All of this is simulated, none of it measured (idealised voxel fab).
Herein follows the process module entitled voxel transistor to metal.
Square cells of 5 nm make up the cross-section cut, whose width is 150 nm.
Reading order for cross-sections: top band down to bottom band. Underlying form: a grid of square cells. Band size: one or more rows of cells. This entry defines a band. It first specifies the height of the band's top and the height of its bottom in nm, and then specifies the band's materials from left to right, stating each material with its width in nm. The word "everywhere" identifies a single material that fills the band from edge to edge, while the word "empty" identifies empty space. Beneath 0, the wafer as received is one material, and that level is where height counting begins. The lowest band goes on downward without a bottom; it is written like "0 down". When a width is written as two numbers, as in "30->40", the first number is the width in the top row of cells of the band and the second is the width in its bottom row, and the width changes by the same amount from each row to the next. "nothing got changed", as given for a step, is the statement that not any cell of the cross-section underwent a change during that step. The entry "Closed internal voids" lists the empty spaces that cover at least 8 cells and have no open path to the top. Each is written as width x height at distance, where the distance is measured from the left edge and all three values are in nm. The remark found on a step's line after its settings is issued by the simulator itself and pertains to that step. overlay nm, on a step with a mask: how far to the right of its planned place the mask lay; to the left if negative.
[plan]
1. RECEIVE with material Si
2. OXIDIZE with depth nm 5
3. CONFORMAL_DEP with material SiN, thk nm 10
4. MASKED_ETCH with tone cover, mask id ACTIVE, width nm 115, etch materials SiN, depth nm 10, overlay nm 0
5. MASKED_ETCH with tone cover, mask id ACTIVE, width nm 115, etch materials SiO2, depth nm 5, overlay nm 0
6. MASKED_ETCH with tone cover, mask id ACTIVE, width nm 115, etch materials Si, depth nm 20, overlay nm 0
7. FILL_DEP with material SiO2, thk nm 15
8. CMP with height nm 10
9. SELECTIVE_ETCH with etch materials SiO2, depth nm 5
10. STRIP with etch materials SiN
11. SELECTIVE_ETCH with etch materials SiO2, depth nm 5
12. OXIDIZE with depth nm 5
13. DIRECTIONAL_DEP with material polySi, thk nm 30
14. DIRECTIONAL_DEP with material SiCN, thk nm 15
15. MASKED_ETCH with tone cover, mask id GATE, width nm 35, etch materials SiCN, depth nm 25, overlay nm 0
16. MASKED_ETCH with tone cover, mask id GATE, width nm 35, etch materials polySi, depth nm 40, overlay nm 0
17. CONFORMAL_DEP with material SiN, thk nm 5
18. DIRECTIONAL_ETCH with etch materials SiN, depth nm 5
19. DIRECTIONAL_ETCH with etch materials SiO2, depth nm 5
20. DIRECTIONAL_ETCH with etch materials Si, depth nm 5
21. EPI with material nSi, thk nm 5
22. FILL_DEP with material SiO2, thk nm 10
23. CMP with height nm 25
24. STRIP with etch materials polySi
25. SELECTIVE_ETCH with etch materials SiO2, depth nm 5
26. CONFORMAL_DEP with material HfO2, thk nm 5
27. CONFORMAL_DEP with material TiN, thk nm 5
28. FILL_DEP with material W, thk nm 5
29. CMP with height nm 20
30. DIRECTIONAL_DEP with material SiO2, thk nm 15
31. DIRECTIONAL_DEP with material aC, thk nm 15
32. PATTERN with tone open, mask id CONTACT, material resist, width nm 15, pitch nm 80, thk nm 30, overlay nm 0
33. DIRECTIONAL_ETCH with etch materials aC, depth nm 15
34. STRIP with etch materials resist
35. DIRECTIONAL_ETCH with etch materials SiO2, depth nm 45
36. STRIP with etch materials aC
37. CONFORMAL_DEP with material TiN, thk nm 5
38. FILL_DEP with material W, thk nm 10
39. CMP with height nm 35
40. DIRECTIONAL_DEP with material TiN, thk nm 5
41. DIRECTIONAL_DEP with material Ru, thk nm 25
42. PATTERN with tone cover, mask id METAL_1, material resist, width nm 15, pitch nm 80, thk nm 15, overlay nm 0
43. DIRECTIONAL_ETCH with etch materials Ru, depth nm 25
44. DIRECTIONAL_ETCH with etch materials TiN, depth nm 5
45. STRIP with etch materials resist
46. FILL_DEP with material lowk, thk nm 10
47. CMP with height nm 65
48. CONFORMAL_DEP with material SiN, thk nm 5
[Account of the first of two wafers, which was processed as intended]
[Cross-section: wafer on arrival = after step 1]
- 0 down: Si everywhere
- Closed internal voids: none
[After step 2: wafer cross-section]
- 0 to -5: SiO2 everywhere
- Rest of section, below -5: as before.
[After step 3: wafer cross-section]
- 10 to 0: SiN everywhere
- Rest of section, below 0: as before.
[After step 4: wafer cross-section]
- 10 to 0: empty=15  SiN=115  empty=20
- Rest of section, below 0: as before.
[After step 5: wafer cross-section]
- 10 to 0: empty=15  SiN=115  empty=20
- 0 to -5: empty=15  SiO2=115  empty=20
- Rest of section, below -5: as before.
[After step 6: wafer cross-section]
- 10 to 0: empty=15  SiN=115  empty=20
- 0 to -5: empty=15  SiO2=115  empty=20
- -5 to -25: empty=15  Si=115  empty=20
- Rest of section, below -25: as before.
[After step 7: wafer cross-section]
- 25 to 10: SiO2 everywhere
- 10 to 0: SiO2=15  SiN=115  SiO2=20
- 0 to -5: SiO2 everywhere
- -5 to -25: SiO2=15  Si=115  SiO2=20
- Rest of section, below -25: as before.
[After step 8: wafer cross-section]
- 10 to 0: SiO2=15  SiN=115  SiO2=20
- Rest of section, below 0: as before.
[After step 9: wafer cross-section]
- 10 to 5: empty=15  SiN=115  empty=20
- Rest of section, below 5: as before.
[After step 10: wafer cross-section]
- 5 to 0: SiO2=15  empty=115  SiO2=20
- Rest of section, below 0: as before.
[After step 11: wafer cross-section]
- 0 to -5: SiO2=10  empty=125  SiO2=15
- Rest of section, below -5: as before.
[After step 12: wafer cross-section]
- 0 to -5: SiO2=10  empty=125  SiO2=15
- -5 to -10: SiO2 everywhere
- Rest of section, below -10: as before.
[After step 13: wafer cross-section]
- 30 to 25: polySi=10  empty=125  polySi=15
- 25 to 0: polySi everywhere
- 0 to -5: SiO2=10  polySi=125  SiO2=15
- Rest of section, below -5: as before.
[After step 14: wafer cross-section]
- 45 to 40: SiCN=10  empty=125  SiCN=15
- 40 to 30: SiCN everywhere
- 30 to 25: polySi=10  SiCN=125  polySi=15
- Rest of section, below 25: as before.
[After step 15: wafer cross-section]
- 40 to 30: empty=55  SiCN=35  empty=60
- 30 to 25: polySi=10  empty=45  SiCN=35  empty=45  polySi=15
- Rest of section, below 25: as before.
[After step 16: wafer cross-section]
- 40 to 25: empty=55  SiCN=35  empty=60
- 25 to 0: empty=55  polySi=35  empty=60
- 0 to -5: SiO2=10  empty=45  polySi=35  empty=45  SiO2=15
- Rest of section, below -5: as before.
[After step 17: wafer cross-section]
- 45 to 40: empty=50  SiN=45  empty=55
- 40 to 25: empty=50  SiN=5  SiCN=35  SiN=5  empty=55
- 25 to 5: empty=50  SiN=5  polySi=35  SiN=5  empty=55
- 5 to 0: SiN=15  empty=35  SiN=5  polySi=35  SiN=5  empty=35  SiN=20
- 0 to -5: SiO2=10  SiN=45  polySi=35  SiN=45  SiO2=15
- Rest of section, below -5: as before.
[After step 18: wafer cross-section]
- 40 to 25: empty=50  SiN=5  SiCN=35  SiN=5  empty=55
- 25 to 0: empty=50  SiN=5  polySi=35  SiN=5  empty=55
- 0 to -5: SiO2=10  SiN=5  empty=35  SiN=5  polySi=35  SiN=5  empty=35  SiN=5  SiO2=15
- Rest of section, below -5: as before.
[After step 19: wafer cross-section]
- 40 to 25: empty=50  SiN=5  SiCN=35  SiN=5  empty=55
- 25 to 0: empty=50  SiN=5  polySi=35  SiN=5  empty=55
- 0 to -5: empty=10  SiN=5  empty=35  SiN=5  polySi=35  SiN=5  empty=35  SiN=5  empty=15
- -5 to -10: SiO2=15  empty=35  SiO2=45  empty=35  SiO2=20
- Rest of section, below -10: as before.
[After step 20: wafer cross-section]
- 40 to 25: empty=50  SiN=5  SiCN=35  SiN=5  empty=55
- 25 to 0: empty=50  SiN=5  polySi=35  SiN=5  empty=55
- 0 to -5: empty=10  SiN=5  empty=35  SiN=5  polySi=35  SiN=5  empty=35  SiN=5  empty=15
- -5 to -10: SiO2=15  empty=35  SiO2=45  empty=35  SiO2=20
- -10 to -15: SiO2=15  empty=35  Si=45  empty=35  SiO2=20
- Rest of section, below -15: as before.
[After step 21: wafer cross-section]
- 40 to 25: empty=50  SiN=5  SiCN=35  SiN=5  empty=55
- 25 to 0: empty=50  SiN=5  polySi=35  SiN=5  empty=55
- 0 to -5: empty=10  SiN=5  empty=35  SiN=5  polySi=35  SiN=5  empty=35  SiN=5  empty=15
- -5 to -10: SiO2=15  empty=30  nSi=5  SiO2=45  nSi=5  empty=30  SiO2=20
- -10 to -15: SiO2=15  nSi=35  Si=45  nSi=35  SiO2=20
- Rest of section, below -15: as before.
[After step 22: wafer cross-section]
- 50 to 40: SiO2 everywhere
- 40 to 25: SiO2=50  SiN=5  SiCN=35  SiN=5  SiO2=55
- 25 to 0: SiO2=50  SiN=5  polySi=35  SiN=5  SiO2=55
- 0 to -5: SiO2=10  SiN=5  SiO2=35  SiN=5  polySi=35  SiN=5  SiO2=35  SiN=5  SiO2=15
- -5 to -10: SiO2=45  nSi=5  SiO2=45  nSi=5  SiO2=50
- Rest of section, below -10: as before.
[After step 23: wafer cross-section]
- 25 to 0: SiO2=50  SiN=5  polySi=35  SiN=5  SiO2=55
- Rest of section, below 0: as before.
[After step 24: wafer cross-section]
- 25 to 0: SiO2=50  SiN=5  empty=35  SiN=5  SiO2=55
- 0 to -5: SiO2=10  SiN=5  SiO2=35  SiN=5  empty=35  SiN=5  SiO2=35  SiN=5  SiO2=15
- Rest of section, below -5: as before.
[After step 25: wafer cross-section]
- 25 to 20: empty=50  SiN=5  empty=35  SiN=5  empty=55
- 20 to 0: SiO2=50  SiN=5  empty=35  SiN=5  SiO2=55
- 0 to -5: SiO2=10  SiN=5  SiO2=35  SiN=5  empty=35  SiN=5  SiO2=35  SiN=5  SiO2=15
- -5 to -10: SiO2=45  nSi=5  empty=45  nSi=5  SiO2=50
- Rest of section, below -10: as before.
[After step 26: wafer cross-section]
- 30 to 25: empty=45  HfO2=15  empty=25  HfO2=15  empty=50
- 25 to 20: HfO2=50  SiN=5  HfO2=5  empty=25  HfO2=5  SiN=5  HfO2=55
- 20 to 0: SiO2=50  SiN=5  HfO2=5  empty=25  HfO2=5  SiN=5  SiO2=55
- 0 to -5: SiO2=10  SiN=5  SiO2=35  SiN=5  HfO2=5  empty=25  HfO2=5  SiN=5  SiO2=35  SiN=5  SiO2=15
- -5 to -10: SiO2=45  nSi=5  HfO2=45  nSi=5  SiO2=50
- Rest of section, below -10: as before.
[After step 27: wafer cross-section]
- 35 to 30: empty=40  TiN=25  empty=15  TiN=25  empty=45
- 30 to 25: TiN=45  HfO2=15  TiN=5  empty=15  TiN=5  HfO2=15  TiN=50
- 25 to 20: HfO2=50  SiN=5  HfO2=5  TiN=5  empty=15  TiN=5  HfO2=5  SiN=5  HfO2=55
- 20 to 0: SiO2=50  SiN=5  HfO2=5  TiN=5  empty=15  TiN=5  HfO2=5  SiN=5  SiO2=55
- 0 to -5: SiO2=10  SiN=5  SiO2=35  SiN=5  HfO2=5  TiN=25  HfO2=5  SiN=5  SiO2=35  SiN=5  SiO2=15
- Rest of section, below -5: as before.
[After step 28: wafer cross-section]
- 40 to 35: W everywhere
- 35 to 30: W=40  TiN=25  W=15  TiN=25  W=45
- 30 to 25: TiN=45  HfO2=15  TiN=5  W=15  TiN=5  HfO2=15  TiN=50
- 25 to 20: HfO2=50  SiN=5  HfO2=5  TiN=5  W=15  TiN=5  HfO2=5  SiN=5  HfO2=55
- 20 to 0: SiO2=50  SiN=5  HfO2=5  TiN=5  W=15  TiN=5  HfO2=5  SiN=5  SiO2=55
- Rest of section, below 0: as before.
[After step 29: wafer cross-section]
- 20 to 0: SiO2=50  SiN=5  HfO2=5  TiN=5  W=15  TiN=5  HfO2=5  SiN=5  SiO2=55
- Rest of section, below 0: as before.
[After step 30: wafer cross-section]
- 35 to 20: SiO2 everywhere
- Rest of section, below 20: as before.
[After step 31: wafer cross-section]
- 50 to 35: aC everywhere
- Rest of section, below 35: as before.
[After step 32: wafer cross-section]
- 80 to 50: resist=25  empty=15  resist=65  empty=15  resist=30
- Rest of section, below 50: as before.
[After step 33: wafer cross-section]
- 65 to 50: resist=25  empty=15  resist=65  empty=15  resist=30
- 50 to 35: aC=25  empty=15  aC=65  empty=15  aC=30
- Rest of section, below 35: as before.
[After step 34: wafer cross-section]
- 50 to 35: aC=25  empty=15  aC=65  empty=15  aC=30
- Rest of section, below 35: as before.
[After step 35: wafer cross-section]
- 50 to 35: aC=25  empty=15  aC=65  empty=15  aC=30
- 35 to 20: SiO2=25  empty=15  SiO2=65  empty=15  SiO2=30
- 20 to 0: SiO2=25  empty=15  SiO2=10  SiN=5  HfO2=5  TiN=5  W=15  TiN=5  HfO2=5  SiN=5  SiO2=10  empty=15  SiO2=30
- 0 to -5: SiO2=10  SiN=5  SiO2=10  empty=15  SiO2=10  SiN=5  HfO2=5  TiN=25  HfO2=5  SiN=5  SiO2=10  empty=15  SiO2=10  SiN=5  SiO2=15
- -5 to -10: SiO2=25  empty=15  SiO2=5  nSi=5  HfO2=45  nSi=5  SiO2=5  empty=15  SiO2=30
- Rest of section, below -10: as before.
[After step 36: wafer cross-section]
- 35 to 20: SiO2=25  empty=15  SiO2=65  empty=15  SiO2=30
- Rest of section, below 20: as before.
[After step 37: wafer cross-section]
- 40 to 35: TiN=30  empty=5  TiN=75  empty=5  TiN=35
- 35 to 20: SiO2=25  TiN=5  empty=5  TiN=5  SiO2=65  TiN=5  empty=5  TiN=5  SiO2=30
- 20 to 0: SiO2=25  TiN=5  empty=5  TiN=5  SiO2=10  SiN=5  HfO2=5  TiN=5  W=15  TiN=5  HfO2=5  SiN=5  SiO2=10  TiN=5  empty=5  TiN=5  SiO2=30
- 0 to -5: SiO2=10  SiN=5  SiO2=10  TiN=5  empty=5  TiN=5  SiO2=10  SiN=5  HfO2=5  TiN=25  HfO2=5  SiN=5  SiO2=10  TiN=5  empty=5  TiN=5  SiO2=10  SiN=5  SiO2=15
- -5 to -10: SiO2=25  TiN=15  SiO2=5  nSi=5  HfO2=45  nSi=5  SiO2=5  TiN=15  SiO2=30
- Rest of section, below -10: as before.
[After step 38: wafer cross-section]
- 50 to 40: W everywhere
- 40 to 35: TiN=30  W=5  TiN=75  W=5  TiN=35
- 35 to 20: SiO2=25  TiN=5  W=5  TiN=5  SiO2=65  TiN=5  W=5  TiN=5  SiO2=30
- 20 to 0: SiO2=25  TiN=5  W=5  TiN=5  SiO2=10  SiN=5  HfO2=5  TiN=5  W=15  TiN=5  HfO2=5  SiN=5  SiO2=10  TiN=5  W=5  TiN=5  SiO2=30
- 0 to -5: SiO2=10  SiN=5  SiO2=10  TiN=5  W=5  TiN=5  SiO2=10  SiN=5  HfO2=5  TiN=25  HfO2=5  SiN=5  SiO2=10  TiN=5  W=5  TiN=5  SiO2=10  SiN=5  SiO2=15
- Rest of section, below -5: as before.
[After step 39: wafer cross-section]
- 35 to 20: SiO2=25  TiN=5  W=5  TiN=5  SiO2=65  TiN=5  W=5  TiN=5  SiO2=30
- Rest of section, below 20: as before.
[After step 40: wafer cross-section]
- 40 to 35: TiN everywhere
- Rest of section, below 35: as before.
[After step 41: wafer cross-section]
- 65 to 40: Ru everywhere
- Rest of section, below 40: as before.
[After step 42: wafer cross-section]
- 80 to 65: empty=25  resist=15  empty=65  resist=15  empty=30
- Rest of section, below 65: as before.
[After step 43: wafer cross-section]
- 80 to 65: empty=25  resist=15  empty=65  resist=15  empty=30
- 65 to 40: empty=25  Ru=15  empty=65  Ru=15  empty=30
- Rest of section, below 40: as before.
[After step 44: wafer cross-section]
- 80 to 65: empty=25  resist=15  empty=65  resist=15  empty=30
- 65 to 40: empty=25  Ru=15  empty=65  Ru=15  empty=30
- 40 to 35: empty=25  TiN=15  empty=65  TiN=15  empty=30
- Rest of section, below 35: as before.
[After step 45: wafer cross-section]
- 65 to 40: empty=25  Ru=15  empty=65  Ru=15  empty=30
- Rest of section, below 40: as before.
[After step 46: wafer cross-section]
- 75 to 65: lowk everywhere
- 65 to 40: lowk=25  Ru=15  lowk=65  Ru=15  lowk=30
- 40 to 35: lowk=25  TiN=15  lowk=65  TiN=15  lowk=30
- Rest of section, below 35: as before.
[After step 47: wafer cross-section]
- 65 to 40: lowk=25  Ru=15  lowk=65  Ru=15  lowk=30
- Rest of section, below 40: as before.
[After step 48: wafer cross-section]
- 70 to 65: SiN everywhere
- Rest of section, below 65: as before.
[Okay, second wafer. Nothing different at the start, nothing different in the plan, just one mistake somewhere in the running. As far as step 25, counting that step, it's the first wafer all over again]
[Second wafer at the planned finish of step 26, seen in cross-section]
- 30 to 25: empty=45  TiN=15  empty=25  TiN=15  empty=50
- 25 to 20: TiN=50  SiN=5  TiN=5  empty=25  TiN=5  SiN=5  TiN=55
- 20 to 0: SiO2=50  SiN=5  TiN=5  empty=25  TiN=5  SiN=5  SiO2=55
- 0 to -5: SiO2=10  SiN=5  SiO2=35  SiN=5  TiN=5  empty=25  TiN=5  SiN=5  SiO2=35  SiN=5  SiO2=15
- -5 to -10: SiO2=45  nSi=5  TiN=45  nSi=5  SiO2=50
- Rest of section, below -10: as before.
[Second wafer at the planned finish of step 27, seen in cross-section]
- 35 to 30: empty=40  HfO2=25  empty=15  HfO2=25  empty=45
- 30 to 25: HfO2=45  TiN=15  HfO2=5  empty=15  HfO2=5  TiN=15  HfO2=50
- 25 to 20: TiN=50  SiN=5  TiN=5  HfO2=5  empty=15  HfO2=5  TiN=5  SiN=5  TiN=55
- 20 to 0: SiO2=50  SiN=5  TiN=5  HfO2=5  empty=15  HfO2=5  TiN=5  SiN=5  SiO2=55
- 0 to -5: SiO2=10  SiN=5  SiO2=35  SiN=5  TiN=5  HfO2=25  TiN=5  SiN=5  SiO2=35  SiN=5  SiO2=15
- Rest of section, below -5: as before.
[Second wafer at the planned finish of step 28, seen in cross-section]
- 40 to 35: W everywhere
- 35 to 30: W=40  HfO2=25  W=15  HfO2=25  W=45
- 30 to 25: HfO2=45  TiN=15  HfO2=5  W=15  HfO2=5  TiN=15  HfO2=50
- 25 to 20: TiN=50  SiN=5  TiN=5  HfO2=5  W=15  HfO2=5  TiN=5  SiN=5  TiN=55
- 20 to 0: SiO2=50  SiN=5  TiN=5  HfO2=5  W=15  HfO2=5  TiN=5  SiN=5  SiO2=55
- Rest of section, below 0: as before.
[Second wafer at the planned finish of step 29, seen in cross-section]
- 20 to 0: SiO2=50  SiN=5  TiN=5  HfO2=5  W=15  HfO2=5  TiN=5  SiN=5  SiO2=55
- Rest of section, below 0: as before.
[Second wafer at the planned finish of step 30, seen in cross-section]
- 35 to 20: SiO2 everywhere
- Rest of section, below 20: as before.
[Second wafer at the planned finish of step 31, seen in cross-section]
- 50 to 35: aC everywhere
- Rest of section, below 35: as before.
[Second wafer at the planned finish of step 32, seen in cross-section]
- 80 to 50: resist=25  empty=15  resist=65  empty=15  resist=30
- Rest of section, below 50: as before.
[Second wafer at the planned finish of step 33, seen in cross-section]
- 65 to 50: resist=25  empty=15  resist=65  empty=15  resist=30
- 50 to 35: aC=25  empty=15  aC=65  empty=15  aC=30
- Rest of section, below 35: as before.
[Second wafer at the planned finish of step 34, seen in cross-section]
- 50 to 35: aC=25  empty=15  aC=65  empty=15  aC=30
- Rest of section, below 35: as before.
[Second wafer at the planned finish of step 35, seen in cross-section]
- 50 to 35: aC=25  empty=15  aC=65  empty=15  aC=30
- 35 to 20: SiO2=25  empty=15  SiO2=65  empty=15  SiO2=30
- 20 to 0: SiO2=25  empty=15  SiO2=10  SiN=5  TiN=5  HfO2=5  W=15  HfO2=5  TiN=5  SiN=5  SiO2=10  empty=15  SiO2=30
- 0 to -5: SiO2=10  SiN=5  SiO2=10  empty=15  SiO2=10  SiN=5  TiN=5  HfO2=25  TiN=5  SiN=5  SiO2=10  empty=15  SiO2=10  SiN=5  SiO2=15
- -5 to -10: SiO2=25  empty=15  SiO2=5  nSi=5  TiN=45  nSi=5  SiO2=5  empty=15  SiO2=30
- Rest of section, below -10: as before.
[Second wafer at the planned finish of step 36, seen in cross-section]
- 35 to 20: SiO2=25  empty=15  SiO2=65  empty=15  SiO2=30
- Rest of section, below 20: as before.
[Second wafer at the planned finish of step 37, seen in cross-section]
- 40 to 35: TiN=30  empty=5  TiN=75  empty=5  TiN=35
- 35 to 20: SiO2=25  TiN=5  empty=5  TiN=5  SiO2=65  TiN=5  empty=5  TiN=5  SiO2=30
- 20 to 0: SiO2=25  TiN=5  empty=5  TiN=5  SiO2=10  SiN=5  TiN=5  HfO2=5  W=15  HfO2=5  TiN=5  SiN=5  SiO2=10  TiN=5  empty=5  TiN=5  SiO2=30
- 0 to -5: SiO2=10  SiN=5  SiO2=10  TiN=5  empty=5  TiN=5  SiO2=10  SiN=5  TiN=5  HfO2=25  TiN=5  SiN=5  SiO2=10  TiN=5  empty=5  TiN=5  SiO2=10  SiN=5  SiO2=15
- -5 to -10: SiO2=25  TiN=15  SiO2=5  nSi=5  TiN=45  nSi=5  SiO2=5  TiN=15  SiO2=30
- Rest of section, below -10: as before.
[Second wafer at the planned finish of step 38, seen in cross-section]
- 50 to 40: W everywhere
- 40 to 35: TiN=30  W=5  TiN=75  W=5  TiN=35
- 35 to 20: SiO2=25  TiN=5  W=5  TiN=5  SiO2=65  TiN=5  W=5  TiN=5  SiO2=30
- 20 to 0: SiO2=25  TiN=5  W=5  TiN=5  SiO2=10  SiN=5  TiN=5  HfO2=5  W=15  HfO2=5  TiN=5  SiN=5  SiO2=10  TiN=5  W=5  TiN=5  SiO2=30
- 0 to -5: SiO2=10  SiN=5  SiO2=10  TiN=5  W=5  TiN=5  SiO2=10  SiN=5  TiN=5  HfO2=25  TiN=5  SiN=5  SiO2=10  TiN=5  W=5  TiN=5  SiO2=10  SiN=5  SiO2=15
- Rest of section, below -5: as before.
[Second wafer at the planned finish of step 39, seen in cross-section]
- 35 to 20: SiO2=25  TiN=5  W=5  TiN=5  SiO2=65  TiN=5  W=5  TiN=5  SiO2=30
- Rest of section, below 20: as before.
[Second wafer at the planned finish of step 40, seen in cross-section]
- 40 to 35: TiN everywhere
- Rest of section, below 35: as before.
[Second wafer at the planned finish of step 41, seen in cross-section]
- 65 to 40: Ru everywhere
- Rest of section, below 40: as before.
[Second wafer at the planned finish of step 42, seen in cross-section]
- 80 to 65: empty=25  resist=15  empty=65  resist=15  empty=30
- Rest of section, below 65: as before.
[Second wafer at the planned finish of step 43, seen in cross-section]
- 80 to 65: empty=25  resist=15  empty=65  resist=15  empty=30
- 65 to 40: empty=25  Ru=15  empty=65  Ru=15  empty=30
- Rest of section, below 40: as before.
[Second wafer at the planned finish of step 44, seen in cross-section]
- 80 to 65: empty=25  resist=15  empty=65  resist=15  empty=30
- 65 to 40: empty=25  Ru=15  empty=65  Ru=15  empty=30
- 40 to 35: empty=25  TiN=15  empty=65  TiN=15  empty=30
- Rest of section, below 35: as before.
[Second wafer at the planned finish of step 45, seen in cross-section]
- 65 to 40: empty=25  Ru=15  empty=65  Ru=15  empty=30
- Rest of section, below 40: as before.
[Second wafer at the planned finish of step 46, seen in cross-section]
- 75 to 65: lowk everywhere
- 65 to 40: lowk=25  Ru=15  lowk=65  Ru=15  lowk=30
- 40 to 35: lowk=25  TiN=15  lowk=65  TiN=15  lowk=30
- Rest of section, below 35: as before.
[Second wafer at the planned finish of step 47, seen in cross-section]
- 65 to 40: lowk=25  Ru=15  lowk=65  Ru=15  lowk=30
- Rest of section, below 40: as before.
[Second wafer at the planned finish of step 48, seen in cross-section]
- 70 to 65: SiN everywhere
- Rest of section, below 65: as before.
Short version of what went wrong: step 26 ran in the slot meant for step 27, and vice versa
At the finish, the second wafer shows more or fewer cells for some materials than the first does: 6 fewer of HfO2, 6 more of TiN
